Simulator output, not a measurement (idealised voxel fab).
Documented hereafter: the process module known as voxel wiring stack.
Cross-section cut spans 285 nm and uses square cells 5 nm in size.
In what follows, cross-sections appear as grids of square cells, described through bands that run from the top down, where every band is one or more rows of cells.
In this notation a band is specified by the heights of its top and bottom, in that order and in nm, after which its materials appear from left to right, each paired with its width in nm. The word "full width" attached to a single material means that material fills the band from edge to edge; the word "empty" stands for empty space.
It should be noted that heights are counted from 0, beneath which the wafer as supplied is of one material throughout, and that the lowest band possesses no lower boundary but continues downward, as written in "z 0 and below".
Top row gets the first number, bottom row gets the second, and each row in between changes by the same step: that is how a band width like "30 to 40" works.
"no change occurred" -> step changed no cross-section cell.
The entry titled "Completely sealed voids" provides the empty spaces that have no open way to the top, restricted to those of 8 cells or more. Each is presented as width x height at distance, the distance being measured from the left edge, with all three in nm.
Anything after a step's settings on that line? It's the simulator's own note about the step.
On any step carrying a mask, the "overlay nm" setting, if present on the step's line, tells how far right of its planned place the mask lay; negative values point to the left.
**Intended process steps**
1) op RECEIVE | material Si
2) op CONFORMAL_DEP | material SiO2 | thk nm 15
3) op DIRECTIONAL_DEP | material TiN | thk nm 5
4) op DIRECTIONAL_DEP | material Ru | thk nm 15
5) op PATTERN | tone cover | mask id METAL_1 | material resist | width nm 30 | pitch nm 45 | thk nm 15 | overlay nm 0
6) op DIRECTIONAL_ETCH | etch materials Ru | depth nm 15
7) op DIRECTIONAL_ETCH | etch materials TiN | depth nm 5
8) op STRIP | etch materials resist
9) op CONFORMAL_DEP | material SiCN | thk nm 5
10) op FILL_DEP | material SiO2 | thk nm 10
11) op CMP | height nm 35
12) op CONFORMAL_DEP | material SiCN | thk nm 5
13) op DIRECTIONAL_DEP | material lowk | thk nm 20
14) op DIRECTIONAL_DEP | material aC | thk nm 10
15) op PATTERN | tone open | mask id PLUG_1 | material resist | width nm 15 | thk nm 25 | overlay nm 0
16) op DIRECTIONAL_ETCH | etch materials aC | depth nm 10
17) op STRIP | etch materials resist
18) op DIRECTIONAL_ETCH | etch materials lowk | depth nm 20
19) op DIRECTIONAL_ETCH | etch materials SiCN | depth nm 5
20) op STRIP | etch materials aC
21) op CONFORMAL_DEP | material TiN | thk nm 5
22) op FILL_DEP | material W | thk nm 10
23) op CMP | height nm 60
24) op CONFORMAL_DEP | material SiCN | thk nm 5
25) op DIRECTIONAL_DEP | material SiO2 | thk nm 15
26) op MASKED_ETCH | tone open | mask id METAL_2 | width nm 30 | pitch nm 45 | etch materials SiO2 | depth nm 15 | overlay nm 0
27) op MASKED_ETCH | tone open | mask id METAL_2 | width nm 30 | pitch nm 45 | etch materials SiCN | depth nm 5 | overlay nm 0
28) op CONFORMAL_DEP | material TiN | thk nm 5
29) op FILL_DEP | material Cu | thk nm 10
30) op CMP | height nm 80
31) op CONFORMAL_DEP | material SiCN | thk nm 5
32) op DIRECTIONAL_DEP | material lowk | thk nm 10
33) op MASKED_ETCH | tone open | mask id PLUG_2 | width nm 15 | etch materials lowk | depth nm 10 | overlay nm 0
34) op MASKED_ETCH | tone open | mask id PLUG_2 | width nm 15 | etch materials SiCN | depth nm 5 | overlay nm 0
35) op EPI | material Ru | thk nm 10
36) op EPI | material Ru | thk nm 5
37) op CONFORMAL_DEP | material SiN | thk nm 5
38) op DIRECTIONAL_DEP | material SiO2 | thk nm 15
39) op DIRECTIONAL_DEP | material aC | thk nm 15
40) op PATTERN | tone open | mask id METAL_3 | material resist | width nm 30 | pitch nm 45 | thk nm 35 | overlay nm 0
41) op DIRECTIONAL_ETCH | etch materials aC | depth nm 15
42) op STRIP | etch materials resist
43) op DIRECTIONAL_ETCH | etch materials SiO2 | depth nm 15
44) op DIRECTIONAL_ETCH | etch materials SiN | depth nm 5
45) op STRIP | etch materials aC
46) op CONFORMAL_DEP | material TiN | thk nm 5
47) op FILL_DEP | material Ru | thk nm 10
48) op CMP | height nm 115
49) op CONFORMAL_DEP | material SiCN | thk nm 5
50) op DIRECTIONAL_DEP | material lowk | thk nm 30
51) op PATTERN | tone open | mask id METAL_4_HOLES | material resist | width nm 15 | thk nm 20 | overlay nm 0
52) op DIRECTIONAL_ETCH | etch materials lowk | depth nm 30
53) op STRIP | etch materials resist
54) op PATTERN | tone open | mask id METAL_4 | material resist | width nm 30 | pitch nm 45 | thk nm 15 | overlay nm 0
55) op DIRECTIONAL_ETCH | etch materials lowk | depth nm 20
56) op DIRECTIONAL_ETCH | etch materials SiCN | depth nm 5
57) op STRIP | etch materials resist
58) op CONFORMAL_DEP | material TiN | thk nm 5
59) op FILL_DEP | material Cu | thk nm 5
60) op CMP | height nm 150
61) op CONFORMAL_DEP | material SiN | thk nm 5
**Cross-section of the wafer as it came to us, i.e., already through step 1**
> z 0 and below  Si full width
> Completely sealed voids: none
**Post-module cross-section: identical start and plan to those above, one misstep in execution**
> z 155 to 150  SiN full width
> z 150 to 135  lowk 105  TiN 5  Cu 20  TiN 5  lowk 15  TiN 5  Cu 20  TiN 5  lowk 105
> z 135 to 130  lowk 105  TiN 5  Cu 5  TiN 20  lowk 15  TiN 30  lowk 105
> z 130 to 120  lowk 105  TiN 5  Cu 5  TiN 5  lowk 165
> z 120 to 115  SiCN 105  TiN 15  SiCN 165
> z 115 to 110  Ru 85  TiN 5  SiO2 15  TiN 5  Ru 175
> z 110 to 105  TiN 90  SiO2 15  TiN 5  Ru 20  TiN 25  Ru 20  TiN 110
> z 105 to 100  SiO2 105  TiN 5  Ru 20  TiN 5  SiO2 15  TiN 5  Ru 20  TiN 5  SiO2 105
> z 100 to 95  SiO2 90  SiN 15  TiN 30  SiO2 15  TiN 5  Ru 20  TiN 5  SiO2 105
> z 95 to 90  SiO2 90  SiN 5  Ru 35  SiN 5  SiO2 15  TiN 5  Ru 20  TiN 5  SiO2 105
> z 90 to 85  SiN 95  Ru 35  SiN 20  TiN 30  SiN 105
> z 85 to 80  SiCN 105  Ru 15  SiCN 165
> z 80 to 65  SiO2 105  TiN 5  Cu 20  TiN 5  SiO2 15  TiN 5  Cu 20  TiN 5  SiO2 105
> z 65 to 60  SiCN 105  TiN 30  SiCN 15  TiN 30  SiCN 105
> z 60 to 40  lowk 105  TiN 5  W 5  TiN 5  lowk 165
> z 40 to 35  SiCN 105  TiN 15  SiCN 165
> z 35 to 20  SiO2 100  SiCN 5  Ru 30  SiCN 5  SiO2 5  SiCN 5  Ru 30  SiCN 5  SiO2 100
> z 20 to 15  SiCN 105  TiN 30  SiCN 15  TiN 30  SiCN 105
> z 15 to 0  SiO2 full width
> z 0 and below  Si full width
> Completely sealed voids: none
Run error: the plan's step 32 went unexecuted, having been skipped
